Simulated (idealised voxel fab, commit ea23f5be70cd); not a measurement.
Process module under the name voxel capacitor over wiring
The width of the displayed cross-section, cut, is 190 nm; its cells are square, with a size of 5 nm.
In this document a cross-section is written as a grid of square cells. It is given as a series of bands, listed from the top down, and a band is one or more rows of cells. Band: top and bottom heights (nm) first, top before bottom; then materials from left to right, widths in nm. "all across" marks a sole material filling the band edge to edge. "empty" denotes empty space. Measure heights from 0. That's the level where, below it, the as-received wafer is all one material. The lowest band is bottomless and extends downward; write it as in "0 -> down". The expression "30 to 40" gives the width at the extremes of the band, the first number at its top row of cells and the second at its bottom row, with the width changing by equal amounts from each row to the next in between. What does "no alterations made" mean for a step? It means no cell of the cross-section changed in that step. So "Trapped cavities" is basically the list of trapped voids: any empty space of 8 cells or more that can't reach the top through an opening. They're written width x height at distance, the distance being from the left edge, and it's all nm. On each step's line, the part that comes after the settings is the simulator's own comment on the step. overlay nm, on a step with a mask: how far to the right of its planned place the mask lay; to the left if negative.

### These are the steps we planned for the process
1. RECEIVE | material Si
2. CONFORMAL_DEP | material SiO2 | thk nm 10
3. CONFORMAL_DEP | material SiN | thk nm 5
4. DIRECTIONAL_DEP | material SiO2 | thk nm 15
5. DIRECTIONAL_DEP | material aC | thk nm 10
6. PATTERN | tone open | mask id METAL_1 | material resist | width nm 30 | pitch nm 80 | thk nm 30 | overlay nm 0
7. DIRECTIONAL_ETCH | etch materials aC | depth nm 10
8. STRIP | etch materials resist
9. DIRECTIONAL_ETCH | etch materials SiO2 | depth nm 15
10. DIRECTIONAL_ETCH | etch materials SiN | depth nm 5
11. STRIP | etch materials aC
12. CONFORMAL_DEP | material TiN | thk nm 5
13. FILL_DEP | material Ru | thk nm 10
14. CMP | height nm 30
15. EPI | material Ru | thk nm 5
16. FILL_DEP | material SiCN | thk nm 5
17. DIRECTIONAL_DEP | material SiO2 | thk nm 10
18. MASKED_ETCH | tone open | mask id PLUG_1 | width nm 15 | etch materials SiO2 | depth nm 10 | overlay nm 0
19. MASKED_ETCH | tone open | mask id PLUG_1 | width nm 15 | etch materials SiCN | depth nm 5 | overlay nm 0
20. CONFORMAL_DEP | material TiN | thk nm 5
21. FILL_DEP | material Cu | thk nm 5
22. CMP | height nm 50
23. DIRECTIONAL_DEP | material TiN | thk nm 5
24. DIRECTIONAL_DEP | material HfO2 | thk nm 5
25. DIRECTIONAL_DEP | material TiN | thk nm 10
26. DIRECTIONAL_DEP | material aC | thk nm 15
27. PATTERN | tone cover | mask id UPPER_PLATE | material resist | width nm 55 | thk nm 30 | overlay nm 0
28. DIRECTIONAL_ETCH | etch materials aC | depth nm 15
29. STRIP | etch materials resist
30. DIRECTIONAL_ETCH | etch materials TiN | depth nm 10
31. DIRECTIONAL_ETCH | etch materials HfO2 | depth nm 5
32. STRIP | etch materials aC
33. PATTERN | tone cover | mask id LOWER_PLATE | material resist | width nm 65 | thk nm 15 | overlay nm 0
34. DIRECTIONAL_ETCH | etch materials TiN | depth nm 5
35. STRIP | etch materials resist
36. FILL_DEP | material SiO2 | thk nm 20
37. CMP | height nm 85
38. MASKED_ETCH | tone open | mask id PLUG_2 | width nm 15 | etch materials SiO2 | depth nm 15 | overlay nm 0
39. CONFORMAL_DEP | material TiN | thk nm 5
40. FILL_DEP | material W | thk nm 5
41. CMP | height nm 85
42. CONFORMAL_DEP | material SiCN | thk nm 5

### Delivered wafer in cross-section: state after step 1
> 0 -> down = Si all across
> Trapped cavities: none

### Starting structure and process plan are as shown above, but one mistake was made in running the module; the wafer cross-section at the end of the module follows
> 90 -> 85 = SiCN all across
> 85 -> 75 = SiO2=65, then TiN=5, then W=5, then TiN=5, then SiO2=110
> 75 -> 70 = SiO2=65, then TiN=15, then SiO2=110
> 70 -> 65 = SiO2=55, then HfO2=55, then SiO2=80
> 65 -> 60 = SiO2=50, then TiN=65, then SiO2=75
> 60 -> 50 = TiN all across
> 50 -> 40 = SiO2=55, then TiN=5, then Cu=5, then TiN=5, then SiO2=120
> 40 -> 35 = SiCN=55, then TiN=15, then SiCN=120
> 35 -> 30 = SiCN=35, then Ru=40, then SiCN=40, then Ru=40, then SiCN=35
> 30 -> 15 = SiO2=40, then TiN=5, then Ru=20, then TiN=5, then SiO2=50, then TiN=5, then Ru=20, then TiN=5, then SiO2=40
> 15 -> 10 = SiN=40, then TiN=30, then SiN=50, then TiN=30, then SiN=40
> 10 -> 0 = SiO2 all across
> 0 -> down = Si all across
> Trapped cavities: none
The plan and the run diverged here: sequence error: steps 24 and 25 interchanged
